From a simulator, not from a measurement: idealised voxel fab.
Name of the process module below: voxel capacitor over wiring
Cross-sectional view cut (width: 230 nm; square cell size: 5 nm).
How to read a cross-section here: the picture is a grid of square cells, written as bands going from the top down, and any band can span one or more rows of cells. In this notation a band is specified by the heights of its top and bottom, in that order and in nm, after which its materials appear from left to right, each paired with its width in nm. The word "all across" attached to a single material means that material fills the band from edge to edge; the word "blank" stands for empty space. Height datum 0, below which the as-received substrate wafer is one material. Lowest band open at the bottom, running downward: "top 0, no bottom". So if you see something like "30->40" for the width, read it as the top row of the band sitting at the first number and the bottom row at the second, with every row in between moving by the same amount as the last. Given "changes: none" for a step, no cell of the cross-section differs between before and after that step. "Unvented voids" means: voids of 8 cells or more that are shut off from the top with no open way through. Written width x height at distance, distance from the left edge, in nm. Whatever follows a step's settings on its line is a remark the simulator itself makes about that step. overlay nm: how far to the right of its planned place the mask lay on this masked step (negative: to the left).
PLANNED STEP LIST FOR THE PROCESS
1. RECEIVE | material Si
2. CONFORMAL_DEP | material SiO2 | thk nm 15
3. CONFORMAL_DEP | material SiCN | thk nm 5
4. DIRECTIONAL_DEP | material lowk | thk nm 25
5. DIRECTIONAL_DEP | material aC | thk nm 15
6. PATTERN | tone open | mask id METAL_1 | material resist | width nm 25 | pitch nm 95 | thk nm 35 | overlay nm 0
7. DIRECTIONAL_ETCH | etch materials aC | depth nm 15
8. STRIP | etch materials resist
9. DIRECTIONAL_ETCH | etch materials lowk | depth nm 25
10. DIRECTIONAL_ETCH | etch materials SiCN | depth nm 5
11. STRIP | etch materials aC
12. CONFORMAL_DEP | material TiN | thk nm 5
13. FILL_DEP | material Ru | thk nm 5
14. CMP | height nm 45
15. CONFORMAL_DEP | material SiCN | thk nm 5
16. DIRECTIONAL_DEP | material lowk | thk nm 15
17. DIRECTIONAL_DEP | material aC | thk nm 15
18. PATTERN | tone open | mask id PLUG_1 | material resist | width nm 15 | thk nm 30 | overlay nm 0
19. DIRECTIONAL_ETCH | etch materials aC | depth nm 15
20. STRIP | etch materials resist
21. DIRECTIONAL_ETCH | etch materials lowk | depth nm 15
22. DIRECTIONAL_ETCH | etch materials SiCN | depth nm 5
23. STRIP | etch materials aC
24. CONFORMAL_DEP | material TiN | thk nm 5
25. FILL_DEP | material W | thk nm 5
26. CMP | height nm 65
27. DIRECTIONAL_DEP | material TiN | thk nm 5
28. DIRECTIONAL_DEP | material Al2O3 | thk nm 5
29. DIRECTIONAL_DEP | material TiN | thk nm 5
30. DIRECTIONAL_DEP | material aC | thk nm 10
31. PATTERN | tone cover | mask id UPPER_PLATE | material resist | width nm 75 | thk nm 30 | overlay nm 0
32. DIRECTIONAL_ETCH | etch materials aC | depth nm 10
33. STRIP | etch materials resist
34. DIRECTIONAL_ETCH | etch materials TiN | depth nm 5
35. DIRECTIONAL_ETCH | etch materials Al2O3 | depth nm 5
36. STRIP | etch materials aC
37. MASKED_ETCH | tone cover | mask id LOWER_PLATE | width nm 85 | etch materials TiN | depth nm 5 | overlay nm 0
38. FILL_DEP | material SiO2 | thk nm 20
39. CMP | height nm 95
40. PATTERN | tone open | mask id PLUG_2 | material resist | width nm 15 | thk nm 15 | overlay nm 0
41. DIRECTIONAL_ETCH | etch materials SiO2 | depth nm 15
42. STRIP | etch materials resist
43. CONFORMAL_DEP | material TiN | thk nm 5
44. FILL_DEP | material Cu | thk nm 5
45. CMP | height nm 95
46. CONFORMAL_DEP | material SiCN | thk nm 5
AS-RECEIVED STATE OF THE WAFER IN CROSS-SECTION, EQUIVALENT TO POST-STEP 1
  top 0, no bottom | Si all across
  Unvented voids: none
SAME STARTING WAFER, SAME PLAN AS ABOVE, ONE MISTAKE IN THE EXECUTION; THIS IS THE CROSS-SECTION AT THE END OF THE MODULE
  top 100, bottom 95 | SiCN all across
  top 95, bottom 85 | SiO2 (75); TiN (5); Cu (5); TiN (5); SiO2 (140)
  top 85, bottom 75 | SiO2 (75->60); TiN (15->75); SiO2 (140->95)
  top 75, bottom 70 | SiO2 (60); Al2O3 (75); SiO2 (95)
  top 70, bottom 65 | SiO2 (60); TiN (85); SiO2 (85)
  top 65, bottom 50 | lowk (65); TiN (5); W (5); TiN (5); lowk (150)
  top 50, bottom 45 | SiCN (65); TiN (15); SiCN (150)
  top 45, bottom 20 | lowk (55); TiN (5); Ru (15); TiN (5); lowk (70); TiN (5); Ru (15); TiN (5); lowk (55)
  top 20, bottom 15 | SiCN (55); TiN (25); SiCN (70); TiN (25); SiCN (55)
  top 15, bottom 0 | SiO2 all across
  top 0, no bottom | Si all across
  Unvented voids: none
Deviation noted in wafer processing: contrary to plan, step 31 was performed as PATTERN | tone cover | mask id UPPER_PLATE | material resist | width nm 75 | thk nm 30 | overlay nm -5
